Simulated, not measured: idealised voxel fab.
process module | voxel fin reveal
cross-section cut | 190 nm wide | cells 5 nm
A cross-section is a grid of square cells, given in bands from the top down. A band is one or more rows of cells.
Each band's line starts with the height of the band's top and of its bottom, in nm. Then come its materials from left to right, each with its width in nm. One material with "throughout" fills the band from edge to edge. "air" is empty space.
Height 0 is the level under which the wafer as received is all one material. The lowest band goes on downwards, as in "0 down".
A width such as "30 to 40" changes by the same amount from each row of cells to the next, from the band's top row to its bottom row.
"no change" after a step means that no cell of the cross-section changed.
closed voids: empty space of 8 cells or more with no open way to the top, each as width x height at its distance from the left edge, in nm
after a step's settings: what the simulator itself notes on the step
overlay nm, on a step with a mask: how far to the right of its planned place the mask lay; to the left if negative
plan
1 op RECEIVE | material Si
2 op CONFORMAL_DEP | material SiN | thk nm 10
3 op DIRECTIONAL_DEP | material aC | thk nm 10
4 op PATTERN | tone cover | mask id FINS | material resist | width nm 15 | pitch nm 40 | thk nm 25 | overlay nm 0
5 op DIRECTIONAL_ETCH | etch materials aC | depth nm 10
6 op STRIP | etch materials resist
7 op DIRECTIONAL_ETCH | etch materials SiN | depth nm 10
8 op DIRECTIONAL_ETCH | etch materials Si | depth nm 30
9 op STRIP | etch materials aC
10 op FILL_DEP | material SiO2 | thk nm 10
11 op CMP | height nm 10
12 op SELECTIVE_ETCH | etch materials SiO2 | depth nm 20
13 op STRIP | etch materials SiN
14 op CONFORMAL_DEP | material SiO2 | thk nm 5
as received, after step 1
  0 down: Si throughout
  closed voids: none
first wafer at the end, as planned
  5 to 0: air 60 | SiO2 25 | air 15 | SiO2 25 | air 65
  0 to -5: air 60 | SiO2 5 | Si 15 | SiO2 5 | air 15 | SiO2 5 | Si 15 | SiO2 5 | air 65
  -5 to -30: SiO2 65 | Si 15 | SiO2 25 | Si 15 | SiO2 70
  -30 down: Si throughout
  closed voids: none
second wafer at the end: like start, like plan, one mistake
  5 to 0: air 60 | SiO2 30 | air 10 | SiO2 30 | air 60
  0 to -5: air 60 | SiO2 5 | Si 20 | SiO2 5 | air 10 | SiO2 5 | Si 20 | SiO2 5 | air 60
  -5 to -30: SiO2 65 | Si 20 | SiO2 20 | Si 20 | SiO2 65
  -30 down: Si throughout
  closed voids: none
what went wrong: step 4 ran as: op PATTERN | tone cover | mask id FINS | material resist | width nm 20 | pitch nm 40 | thk nm 25 | overlay nm 0
at the end the second wafer has, in cells: 12 more of Si | 8 fewer of SiO2
